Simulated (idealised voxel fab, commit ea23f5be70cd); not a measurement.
Herein follows the process module entitled voxel lift off.
FYI the section here is cut, 250 nm wide, cells are 5 nm squares.
This document writes a cross-section as a grid whose cells are square, and gives it as bands, listed from the top down; one or more rows of cells form a band. Heads up on the band format: heights come first, top then bottom, in nm. After that it's the materials left to right, each with its width in nm. A single material flagged "edge to edge" fills the whole band edge to edge, and "air" means there's empty space there. Beneath 0, the wafer as received is one material, and that level is where height counting begins. The lowest band goes on downward without a bottom; it is written like "0 -> down". Graded width ("30->40"): value in top row of band = first number; value in bottom row = second number; row-to-row change constant. Key: "nothing changed" - step with no changed cell in the cross-section. The entry titled "Closed void entries" provides the empty spaces that have no open way to the top, restricted to those of 8 cells or more. Each is presented as width x height at distance, the distance being measured from the left edge, with all three in nm. On each step's line, the part that comes after the settings is the simulator's own comment on the step. overlay nm: step with mask; distance mask lay right of planned place; negative value = left of planned place.
[These are the steps we planned for the process]
- 1: RECEIVE, material Si
- 2: CONFORMAL_DEP, material SiO2, thk nm 10
- 3: PATTERN, tone open, mask id LINES, material resist, width nm 15, pitch nm 40, thk nm 25, overlay nm -15
- 4: DIRECTIONAL_DEP, material Ru, thk nm 15
- 5: STRIP, etch materials resist
- 6: CONFORMAL_DEP, material SiO2, thk nm 5
Same starting wafers, different overlay nm at step 3. Plan value belongs to the first wafer.
[Cut through the first of several wafers as received, post step 1]
* 0 -> down  Si edge to edge
* Closed void entries: none
[End-of-module cross-section, first of several wafers, after last step 6]
* 30 -> 25  air 35 nm, then SiO2 25 nm, then air 15 nm, then SiO2 25 nm, then air 15 nm, then SiO2 25 nm, then air 15 nm, then SiO2 25 nm, then air 70 nm
* 25 -> 15  air 35 nm, then SiO2 5 nm, then Ru 15 nm, then SiO2 5 nm, then air 15 nm, then SiO2 5 nm, then Ru 15 nm, then SiO2 5 nm, then air 15 nm, then SiO2 5 nm, then Ru 15 nm, then SiO2 5 nm, then air 15 nm, then SiO2 5 nm, then Ru 15 nm, then SiO2 5 nm, then air 70 nm
* 15 -> 10  SiO2 40 nm, then Ru 15 nm, then SiO2 25 nm, then Ru 15 nm, then SiO2 25 nm, then Ru 15 nm, then SiO2 25 nm, then Ru 15 nm, then SiO2 75 nm
* 10 -> 0  SiO2 edge to edge
* 0 -> down  Si edge to edge
* Closed void entries: none
[Cross-section, module end, final of several wafers]
* 30 -> 25  air 65 nm, then SiO2 25 nm, then air 15 nm, then SiO2 25 nm, then air 15 nm, then SiO2 25 nm, then air 15 nm, then SiO2 25 nm, then air 40 nm
* 25 -> 15  air 65 nm, then SiO2 5 nm, then Ru 15 nm, then SiO2 5 nm, then air 15 nm, then SiO2 5 nm, then Ru 15 nm, then SiO2 5 nm, then air 15 nm, then SiO2 5 nm, then Ru 15 nm, then SiO2 5 nm, then air 15 nm, then SiO2 5 nm, then Ru 15 nm, then SiO2 5 nm, then air 40 nm
* 15 -> 10  SiO2 70 nm, then Ru 15 nm, then SiO2 25 nm, then Ru 15 nm, then SiO2 25 nm, then Ru 15 nm, then SiO2 25 nm, then Ru 15 nm, then SiO2 45 nm
* 10 -> 0  SiO2 edge to edge
* 0 -> down  Si edge to edge
* Closed void entries: none
[Per-wafer rows below. For each material: cells gained (+) or lost (-) since the wafer was received, as of end of module. Then: closed voids]
overlay nm -15 | +36 Ru | +174 SiO2 | Closed void entries: none
overlay nm -10 | +36 Ru | +174 SiO2 | Closed void entries: none
overlay nm -5 | +36 Ru | +174 SiO2 | Closed void entries: none
overlay nm 0 | +36 Ru | +174 SiO2 | Closed void entries: none
overlay nm 5 | +36 Ru | +174 SiO2 | Closed void entries: none
overlay nm 10 | +36 Ru | +174 SiO2 | Closed void entries: none
overlay nm 15 | +36 Ru | +174 SiO2 | Closed void entries: none
